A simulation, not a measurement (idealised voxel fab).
Presented below is a process module, voxel capacitor over wiring.
Square cell edge 5 nm, section width 300 nm, ID cut.
We lay out every cross-section as a grid of square cells and spell it out in bands from the top down, where one band means one or more rows of cells.
Band entry format. Leading values: height of top, height of bottom, nm. Remainder: materials in left-to-right order, each with its width in nm. Special words: "throughout" on a single material, which then fills the band edge to edge; "air", empty space.
We count height from 0. Below that, the starting wafer is all one material. The lowest band never ends at the bottom but goes on down; see "from 0 down" for how that is written.
It should be noted that a width expressed as "30..40" varies in equal increments from row to row of cells within the band, taking the value of the first number at the top row and that of the second number at the bottom row.
When a step is marked "all unchanged", none of the cells in the cross-section changed during that step.
You'll see "Sealed-off cavities" listing empty spaces that have no way open to the top, as long as they're 8 cells or more; the notation is width x height at distance, where the distance is from the left edge, and all of it is in nm.
Heads up: the bit after the settings on a step's line is the simulator's remark on that step.
If you see "overlay nm" on a step's line and that step has a mask, it's telling you how far right of where it was planned the mask ended up; a negative number means it went left instead.
[Planned step list for the process]
1: RECEIVE with material Si
2: CONFORMAL_DEP with material SiO2, thk nm 15
3: CONFORMAL_DEP with material SiN, thk nm 5
4: DIRECTIONAL_DEP with material SiO2, thk nm 15
5: PATTERN with tone open, mask id METAL_1, material resist, width nm 25, pitch nm 85, thk nm 20, overlay nm 0
6: DIRECTIONAL_ETCH with etch materials SiO2, depth nm 15
7: DIRECTIONAL_ETCH with etch materials SiN, depth nm 5
8: STRIP with etch materials resist
9: CONFORMAL_DEP with material TiN, thk nm 5
10: FILL_DEP with material Cu, thk nm 5
11: CMP with height nm 35
12: EPI with material Ru, thk nm 5
13: FILL_DEP with material SiCN, thk nm 5
14: DIRECTIONAL_DEP with material SiO2, thk nm 20
15: PATTERN with tone open, mask id PLUG_1, material resist, width nm 15, thk nm 15, overlay nm 0
16: DIRECTIONAL_ETCH with etch materials SiO2, depth nm 20
17: DIRECTIONAL_ETCH with etch materials SiCN, depth nm 5
18: STRIP with etch materials resist
19: CONFORMAL_DEP with material TiN, thk nm 5
20: FILL_DEP with material W, thk nm 5
21: CMP with height nm 65
22: DIRECTIONAL_DEP with material TiN, thk nm 5
23: DIRECTIONAL_DEP with material SiN, thk nm 5
24: DIRECTIONAL_DEP with material TiN, thk nm 5
25: DIRECTIONAL_DEP with material aC, thk nm 15
26: PATTERN with tone cover, mask id UPPER_PLATE, material resist, width nm 65, thk nm 35, overlay nm 0
27: DIRECTIONAL_ETCH with etch materials aC, depth nm 15
28: STRIP with etch materials resist
29: DIRECTIONAL_ETCH with etch materials TiN, depth nm 5
30: DIRECTIONAL_ETCH with etch materials SiN, depth nm 5
31: STRIP with etch materials aC
32: MASKED_ETCH with tone cover, mask id LOWER_PLATE, width nm 75, etch materials TiN, depth nm 5, overlay nm 0
33: FILL_DEP with material SiO2, thk nm 20
34: CMP with height nm 95
35: PATTERN with tone open, mask id PLUG_2, material resist, width nm 15, thk nm 20, overlay nm 0
36: DIRECTIONAL_ETCH with etch materials SiO2, depth nm 15
37: STRIP with etch materials resist
38: CONFORMAL_DEP with material TiN, thk nm 5
39: FILL_DEP with material W, thk nm 5
40: CMP with height nm 95
41: CONFORMAL_DEP with material SiN, thk nm 5
[first wafer, as planned]
[Here's what the wafer looked like in cross-section when it arrived - that's after step 1]
	from 0 down = Si throughout
	Sealed-off cavities: none
[Take a look at the wafer's cross-section after step 2]
	from 15 to 0 = SiO2 throughout
	Under 0: no change, same as before.
[Take a look at the wafer's cross-section after step 3]
	from 20 to 15 = SiN throughout
	Under 15: no change, same as before.
[Take a look at the wafer's cross-section after step 4]
	from 35 to 20 = SiO2 throughout
	Under 20: no change, same as before.
[Take a look at the wafer's cross-section after step 5]
	from 55 to 35 = 95 nm resist | 25 nm air | 60 nm resist | 25 nm air | 95 nm resist
	Under 35: no change, same as before.
[Take a look at the wafer's cross-section after step 6]
	from 55 to 35 = 95 nm resist | 25 nm air | 60 nm resist | 25 nm air | 95 nm resist
	from 35 to 20 = 95 nm SiO2 | 25 nm air | 60 nm SiO2 | 25 nm air | 95 nm SiO2
	Under 20: no change, same as before.
[Take a look at the wafer's cross-section after step 7]
	from 55 to 35 = 95 nm resist | 25 nm air | 60 nm resist | 25 nm air | 95 nm resist
	from 35 to 20 = 95 nm SiO2 | 25 nm air | 60 nm SiO2 | 25 nm air | 95 nm SiO2
	from 20 to 15 = 95 nm SiN | 25 nm air | 60 nm SiN | 25 nm air | 95 nm SiN
	Under 15: no change, same as before.
[Take a look at the wafer's cross-section after step 8]
	from 35 to 20 = 95 nm SiO2 | 25 nm air | 60 nm SiO2 | 25 nm air | 95 nm SiO2
	Under 20: no change, same as before.
[Take a look at the wafer's cross-section after step 9]
	from 40 to 35 = 100 nm TiN | 15 nm air | 70 nm TiN | 15 nm air | 100 nm TiN
	from 35 to 20 = 95 nm SiO2 | 5 nm TiN | 15 nm air | 5 nm TiN | 60 nm SiO2 | 5 nm TiN | 15 nm air | 5 nm TiN | 95 nm SiO2
	from 20 to 15 = 95 nm SiN | 25 nm TiN | 60 nm SiN | 25 nm TiN | 95 nm SiN
	Under 15: no change, same as before.
[Take a look at the wafer's cross-section after step 10]
	from 45 to 40 = Cu throughout
	from 40 to 35 = 100 nm TiN | 15 nm Cu | 70 nm TiN | 15 nm Cu | 100 nm TiN
	from 35 to 20 = 95 nm SiO2 | 5 nm TiN | 15 nm Cu | 5 nm TiN | 60 nm SiO2 | 5 nm TiN | 15 nm Cu | 5 nm TiN | 95 nm SiO2
	Under 20: no change, same as before.
[Take a look at the wafer's cross-section after step 11]
	from 35 to 20 = 95 nm SiO2 | 5 nm TiN | 15 nm Cu | 5 nm TiN | 60 nm SiO2 | 5 nm TiN | 15 nm Cu | 5 nm TiN | 95 nm SiO2
	Under 20: no change, same as before.
[Take a look at the wafer's cross-section after step 12]
	from 40 to 35 = 90 nm air | 35 nm Ru | 50 nm air | 35 nm Ru | 90 nm air
	Under 35: no change, same as before.
[Take a look at the wafer's cross-section after step 13]
	from 45 to 40 = SiCN throughout
	from 40 to 35 = 90 nm SiCN | 35 nm Ru | 50 nm SiCN | 35 nm Ru | 90 nm SiCN
	Under 35: no change, same as before.
[Take a look at the wafer's cross-section after step 14]
	from 65 to 45 = SiO2 throughout
	Under 45: no change, same as before.
[Take a look at the wafer's cross-section after step 15]
	from 80 to 65 = 105 nm resist | 15 nm air | 180 nm resist
	Under 65: no change, same as before.
[Take a look at the wafer's cross-section after step 16]
	from 80 to 65 = 105 nm resist | 15 nm air | 180 nm resist
	from 65 to 45 = 105 nm SiO2 | 15 nm air | 180 nm SiO2
	Under 45: no change, same as before.
[Take a look at the wafer's cross-section after step 17]
	from 80 to 65 = 105 nm resist | 15 nm air | 180 nm resist
	from 65 to 45 = 105 nm SiO2 | 15 nm air | 180 nm SiO2
	from 45 to 40 = 105 nm SiCN | 15 nm air | 180 nm SiCN
	Under 40: no change, same as before.
[Take a look at the wafer's cross-section after step 18]
	from 65 to 45 = 105 nm SiO2 | 15 nm air | 180 nm SiO2
	Under 45: no change, same as before.
[Take a look at the wafer's cross-section after step 19]
	from 70 to 65 = 110 nm TiN | 5 nm air | 185 nm TiN
	from 65 to 45 = 105 nm SiO2 | 5 nm TiN | 5 nm air | 5 nm TiN | 180 nm SiO2
	from 45 to 40 = 105 nm SiCN | 15 nm TiN | 180 nm SiCN
	Under 40: no change, same as before.
[Take a look at the wafer's cross-section after step 20]
	from 75 to 70 = W throughout
	from 70 to 65 = 110 nm TiN | 5 nm W | 185 nm TiN
	from 65 to 45 = 105 nm SiO2 | 5 nm TiN | 5 nm W | 5 nm TiN | 180 nm SiO2
	Under 45: no change, same as before.
[Take a look at the wafer's cross-section after step 21]
	from 65 to 45 = 105 nm SiO2 | 5 nm TiN | 5 nm W | 5 nm TiN | 180 nm SiO2
	Under 45: no change, same as before.
[Take a look at the wafer's cross-section after step 22]
	from 70 to 65 = TiN throughout
	Under 65: no change, same as before.
[Take a look at the wafer's cross-section after step 23]
	from 75 to 70 = SiN throughout
	Under 70: no change, same as before.
[Take a look at the wafer's cross-section after step 24]
	from 80 to 75 = TiN throughout
	Under 75: no change, same as before.
[Take a look at the wafer's cross-section after step 25]
	from 95 to 80 = aC throughout
	Under 80: no change, same as before.
[Take a look at the wafer's cross-section after step 26]
	from 130 to 95 = 105 nm air | 65 nm resist | 130 nm air
	Under 95: no change, same as before.
[Take a look at the wafer's cross-section after step 27]
	from 115 to 95 = 105 nm air | 65 nm resist | 130 nm air
	from 95 to 80 = 105 nm air | 65 nm aC | 130 nm air
	Under 80: no change, same as before.
[Take a look at the wafer's cross-section after step 28]
	from 95 to 80 = 105 nm air | 65 nm aC | 130 nm air
	Under 80: no change, same as before.
[Take a look at the wafer's cross-section after step 29]
	from 95 to 80 = 105 nm air | 65 nm aC | 130 nm air
	from 80 to 75 = 105 nm air | 65 nm TiN | 130 nm air
	Under 75: no change, same as before.
[Take a look at the wafer's cross-section after step 30]
	from 95 to 80 = 105 nm air | 65 nm aC | 130 nm air
	from 80 to 75 = 105 nm air | 65 nm TiN | 130 nm air
	from 75 to 70 = 105 nm air | 65 nm SiN | 130 nm air
	Under 70: no change, same as before.
[Take a look at the wafer's cross-section after step 31]
	from 80 to 75 = 105 nm air | 65 nm TiN | 130 nm air
	Under 75: no change, same as before.
[Take a look at the wafer's cross-section after step 32]
	from 80 to 75 = 105 nm air | 65 nm TiN | 130 nm air
	from 75 to 70 = 105 nm air | 65 nm SiN | 130 nm air
	from 70 to 65 = 100 nm air | 75 nm TiN | 125 nm air
	Under 65: no change, same as before.
[Take a look at the wafer's cross-section after step 33]
	from 100 to 80 = SiO2 throughout
	from 80 to 75 = 105 nm SiO2 | 65 nm TiN | 130 nm SiO2
	from 75 to 70 = 105 nm SiO2 | 65 nm SiN | 130 nm SiO2
	from 70 to 65 = 100 nm SiO2 | 75 nm TiN | 125 nm SiO2
	Under 65: no change, same as before.
[Take a look at the wafer's cross-section after step 34]
	from 95 to 80 = SiO2 throughout
	Under 80: no change, same as before.
[Take a look at the wafer's cross-section after step 35]
	from 115 to 95 = 115 nm resist | 15 nm air | 170 nm resist
	Under 95: no change, same as before.
[Take a look at the wafer's cross-section after step 36]
	from 115 to 95 = 115 nm resist | 15 nm air | 170 nm resist
	from 95 to 80 = 115 nm SiO2 | 15 nm air | 170 nm SiO2
	Under 80: no change, same as before.
[Take a look at the wafer's cross-section after step 37]
	from 95 to 80 = 115 nm SiO2 | 15 nm air | 170 nm SiO2
	Under 80: no change, same as before.
[Take a look at the wafer's cross-section after step 38]
	from 100 to 95 = 120 nm TiN | 5 nm air | 175 nm TiN
	from 95 to 85 = 115 nm SiO2 | 5 nm TiN | 5 nm air | 5 nm TiN | 170 nm SiO2
	from 85 to 75 = 115..105 nm SiO2 | 15..65 nm TiN | 170..130 nm SiO2
	Under 75: no change, same as before.
[Take a look at the wafer's cross-section after step 39]
	from 105 to 100 = W throughout
	from 100 to 95 = 120 nm TiN | 5 nm W | 175 nm TiN
	from 95 to 85 = 115 nm SiO2 | 5 nm TiN | 5 nm W | 5 nm TiN | 170 nm SiO2
	Under 85: no change, same as before.
[Take a look at the wafer's cross-section after step 40]
	from 95 to 85 = 115 nm SiO2 | 5 nm TiN | 5 nm W | 5 nm TiN | 170 nm SiO2
	Under 85: no change, same as before.
[Take a look at the wafer's cross-section after step 41]
	from 100 to 95 = SiN throughout
	Under 95: no change, same as before.
[Second wafer, same starting state and plan as the first, one mistake in the run, identical through step 14]
[Second wafer, cut view, end of step 15 per plan]
	from 80 to 65 = 105 nm air | 15 nm resist | 180 nm air
	Under 65: no change, same as before.
[Second wafer, cut view, end of step 16 per plan]
	from 80 to 65 = 105 nm air | 15 nm resist | 180 nm air
	from 65 to 45 = 105 nm air | 15 nm SiO2 | 180 nm air
	Under 45: no change, same as before.
[Second wafer, cut view, end of step 17 per plan]
	from 80 to 65 = 105 nm air | 15 nm resist | 180 nm air
	from 65 to 45 = 105 nm air | 15 nm SiO2 | 180 nm air
	from 45 to 40 = 105 nm air | 15 nm SiCN | 180 nm air
	Under 40: no change, same as before.
[Second wafer, cut view, end of step 18 per plan]
	from 65 to 45 = 105 nm air | 15 nm SiO2 | 180 nm air
	Under 45: no change, same as before.
[Second wafer, cut view, end of step 19 per plan]
	from 70 to 65 = 100 nm air | 25 nm TiN | 175 nm air
	from 65 to 45 = 100 nm air | 5 nm TiN | 15 nm SiO2 | 5 nm TiN | 175 nm air
	from 45 to 40 = 105 nm TiN | 15 nm SiCN | 180 nm TiN
	Under 40: no change, same as before.
[Second wafer, cut view, end of step 20 per plan]
	from 75 to 70 = W throughout
	from 70 to 65 = 100 nm W | 25 nm TiN | 175 nm W
	from 65 to 45 = 100 nm W | 5 nm TiN | 15 nm SiO2 | 5 nm TiN | 175 nm W
	Under 45: no change, same as before.
[Second wafer, cut view, end of step 21 per plan]
	from 65 to 45 = 100 nm W | 5 nm TiN | 15 nm SiO2 | 5 nm TiN | 175 nm W
	Under 45: no change, same as before.
[Second wafer, cut view, end of step 22 per plan]
	from 70 to 65 = TiN throughout
	Under 65: no change, same as before.
[Second wafer, cut view, end of step 23 per plan]
	from 75 to 70 = SiN throughout
	Under 70: no change, same as before.
[Second wafer, cut view, end of step 24 per plan]
	from 80 to 75 = TiN throughout
	Under 75: no change, same as before.
[Second wafer, cut view, end of step 25 per plan]
	from 95 to 80 = aC throughout
	Under 80: no change, same as before.
[Second wafer, cut view, end of step 26 per plan]
	from 130 to 95 = 105 nm air | 65 nm resist | 130 nm air
	Under 95: no change, same as before.
[Second wafer, cut view, end of step 27 per plan]
	from 115 to 95 = 105 nm air | 65 nm resist | 130 nm air
	from 95 to 80 = 105 nm air | 65 nm aC | 130 nm air
	Under 80: no change, same as before.
[Second wafer, cut view, end of step 28 per plan]
	from 95 to 80 = 105 nm air | 65 nm aC | 130 nm air
	Under 80: no change, same as before.
[Second wafer, cut view, end of step 29 per plan]
	from 95 to 80 = 105 nm air | 65 nm aC | 130 nm air
	from 80 to 75 = 105 nm air | 65 nm TiN | 130 nm air
	Under 75: no change, same as before.
[Second wafer, cut view, end of step 30 per plan]
	from 95 to 80 = 105 nm air | 65 nm aC | 130 nm air
	from 80 to 75 = 105 nm air | 65 nm TiN | 130 nm air
	from 75 to 70 = 105 nm air | 65 nm SiN | 130 nm air
	Under 70: no change, same as before.
[Second wafer, cut view, end of step 31 per plan]
	from 80 to 75 = 105 nm air | 65 nm TiN | 130 nm air
	Under 75: no change, same as before.
[Second wafer, cut view, end of step 32 per plan]
	from 80 to 75 = 105 nm air | 65 nm TiN | 130 nm air
	from 75 to 70 = 105 nm air | 65 nm SiN | 130 nm air
	from 70 to 65 = 100 nm air | 75 nm TiN | 125 nm air
	Under 65: no change, same as before.
[Second wafer, cut view, end of step 33 per plan]
	from 100 to 80 = SiO2 throughout
	from 80 to 75 = 105 nm SiO2 | 65 nm TiN | 130 nm SiO2
	from 75 to 70 = 105 nm SiO2 | 65 nm SiN | 130 nm SiO2
	from 70 to 65 = 100 nm SiO2 | 75 nm TiN | 125 nm SiO2
	Under 65: no change, same as before.
[Second wafer, cut view, end of step 34 per plan]
	from 95 to 80 = SiO2 throughout
	Under 80: no change, same as before.
[Second wafer, cut view, end of step 35 per plan]
	from 115 to 95 = 115 nm resist | 15 nm air | 170 nm resist
	Under 95: no change, same as before.
[Second wafer, cut view, end of step 36 per plan]
	from 115 to 95 = 115 nm resist | 15 nm air | 170 nm resist
	from 95 to 80 = 115 nm SiO2 | 15 nm air | 170 nm SiO2
	Under 80: no change, same as before.
[Second wafer, cut view, end of step 37 per plan]
	from 95 to 80 = 115 nm SiO2 | 15 nm air | 170 nm SiO2
	Under 80: no change, same as before.
[Second wafer, cut view, end of step 38 per plan]
	from 100 to 95 = 120 nm TiN | 5 nm air | 175 nm TiN
	from 95 to 85 = 115 nm SiO2 | 5 nm TiN | 5 nm air | 5 nm TiN | 170 nm SiO2
	from 85 to 75 = 115..105 nm SiO2 | 15..65 nm TiN | 170..130 nm SiO2
	Under 75: no change, same as before.
[Second wafer, cut view, end of step 39 per plan]
	from 105 to 100 = W throughout
	from 100 to 95 = 120 nm TiN | 5 nm W | 175 nm TiN
	from 95 to 85 = 115 nm SiO2 | 5 nm TiN | 5 nm W | 5 nm TiN | 170 nm SiO2
	Under 85: no change, same as before.
[Second wafer, cut view, end of step 40 per plan]
	from 95 to 85 = 115 nm SiO2 | 5 nm TiN | 5 nm W | 5 nm TiN | 170 nm SiO2
	Under 85: no change, same as before.
[Second wafer, cut view, end of step 41 per plan]
	from 100 to 95 = SiN throughout
	Under 95: no change, same as before.
Diagnosis: in deviation from the planned setting, step 15 was conducted as PATTERN with tone cover, mask id PLUG_1, material resist, width nm 15, thk nm 15, overlay nm 0
Count the cells at the end and the second wafer has more or fewer of some materials than the first: SiCN: 54 fewer | SiO2: 216 fewer | TiN: 54 more | W: 216 more
